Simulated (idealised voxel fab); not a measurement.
process module | voxel released beams
cross-section cut | 220 nm wide | cells 5 nm
A cross-section is a grid of square cells, given in bands from the top down. A band is one or more rows of cells.
Each band's line starts with the height of the band's top and of its bottom, in nm. Then come its materials from left to right, each with its width in nm. One material with "throughout" fills the band from edge to edge. "air" is empty space.
Height 0 is the level under which the wafer as received is all one material. The lowest band goes on downwards, as in "0 down".
A width such as "30 to 40" changes by the same amount from each row of cells to the next, from the band's top row to its bottom row.
"no change" after a step means that no cell of the cross-section changed.
closed voids: empty space of 8 cells or more with no open way to the top, each as width x height at its distance from the left edge, in nm
after a step's settings: what the simulator itself notes on the step
overlay nm, on a step with a mask: how far to the right of its planned place the mask lay; to the left if negative
plan
1 op RECEIVE | material Si
2 op CONFORMAL_DEP | material SiN | thk nm 5
3 op DIRECTIONAL_DEP | material SiO2 | thk nm 15
4 op DIRECTIONAL_DEP | material aC | thk nm 15
5 op PATTERN | tone open | mask id ANCHOR | material resist | width nm 30 | thk nm 30 | overlay nm 0
6 op DIRECTIONAL_ETCH | etch materials aC | depth nm 15
7 op STRIP | etch materials resist
8 op DIRECTIONAL_ETCH | etch materials SiO2 | depth nm 15
9 op STRIP | etch materials aC
10 op CONFORMAL_DEP | material W | thk nm 10
11 op DIRECTIONAL_DEP | material aC | thk nm 10
12 op PATTERN | tone cover | mask id BEAM | material resist | width nm 105 | thk nm 25 | overlay nm -15
13 op DIRECTIONAL_ETCH | etch materials aC | depth nm 10
14 op STRIP | etch materials resist
15 op DIRECTIONAL_ETCH | etch materials W | depth nm 10
16 op STRIP | etch materials aC
17 op STRIP | etch materials SiO2
varied across the wafers: overlay nm of step 12. The plan shows the first wafer's value. All wafers start alike
first wafer as received, after step 1
  0 down: Si throughout
  closed voids: none
first wafer at the end, after step 17
  30 to 20: air 40 | W 30 | air 10 | W 65 | air 75
  20 to 15: air 60 | W 10 | air 10 | W 10 | air 130
  15 to 5: air 60 | W 30 | air 130
  5 to 0: SiN throughout
  0 down: Si throughout
  closed voids: none
last wafer at the end
  30 to 20: air 80 | W 95 | air 45
  20 to 15: air 60 | W 10 | air 10 | W 10 | air 130
  15 to 5: air 60 | W 30 | air 130
  5 to 0: SiN throughout
  0 down: Si throughout
  closed voids: none
each wafer at the end: cells of each material gained (+) or lost (-) since it was received, then its closed voids
overlay nm -15 | +44 SiN | +54 W | closed voids: none
overlay nm -10 | +44 SiN | +54 W | closed voids: none
overlay nm -5 | +44 SiN | +54 W | closed voids: none
overlay nm 0 | +44 SiN | +54 W | closed voids: none
overlay nm 5 | +44 SiN | +54 W | closed voids: none
overlay nm 10 | +44 SiN | +54 W | closed voids: none
overlay nm 15 | +44 SiN | +54 W | closed voids: none
